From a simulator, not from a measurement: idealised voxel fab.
process module | voxel spacer lines
cross-section cut | 185 nm wide | cells 5 nm
A cross-section is a grid of square cells, given in bands from the top down. A band is one or more rows of cells.
Each band's line starts with the height of the band's top and of its bottom, in nm. Then come its materials from left to right, each with its width in nm. One material with "throughout" fills the band from edge to edge. "air" is empty space.
Height 0 is the level under which the wafer as received is all one material. The lowest band goes on downwards, as in "0 down".
A width such as "30 to 40" changes by the same amount from each row of cells to the next, from the band's top row to its bottom row.
"no change" after a step means that no cell of the cross-section changed.
closed voids: empty space of 8 cells or more with no open way to the top, each as width x height at its distance from the left edge, in nm
after a step's settings: what the simulator itself notes on the step
overlay nm, on a step with a mask: how far to the right of its planned place the mask lay; to the left if negative
plan
1 op RECEIVE | material Si
2 op CONFORMAL_DEP | material Al2O3 | thk nm 5
3 op DIRECTIONAL_DEP | material SiN | thk nm 10
4 op DIRECTIONAL_DEP | material polySi | thk nm 30
5 op PATTERN | tone cover | mask id MANDREL | material resist | width nm 15 | pitch nm 50 | thk nm 40 | overlay nm 0
6 op DIRECTIONAL_ETCH | etch materials polySi | depth nm 30
7 op STRIP | etch materials resist
8 op CONFORMAL_DEP | material SiO2 | thk nm 10
9 op DIRECTIONAL_ETCH | etch materials SiO2 | depth nm 10
10 op STRIP | etch materials polySi
11 op DIRECTIONAL_ETCH | etch materials SiN | depth nm 10
12 op STRIP | etch materials SiO2
as received, after step 1
  0 down: Si throughout
  closed voids: none
first wafer at the end, as planned
  15 to 5: air 50 | SiN 10 | air 15 | SiN 10 | air 15 | SiN 10 | air 15 | SiN 10 | air 50
  5 to 0: Al2O3 throughout
  0 down: Si throughout
  closed voids: none
second wafer at the end: like start, like plan, one mistake
  25 to 15: air 50 | SiN 10 | air 15 | SiN 10 | air 15 | SiN 10 | air 15 | SiN 10 | air 50
  15 to 0: Al2O3 throughout
  0 down: Si throughout
  closed voids: none
what went wrong: step 2 ran as: op CONFORMAL_DEP | material Al2O3 | thk nm 15
at the end the second wafer has, in cells: 74 more of Al2O3
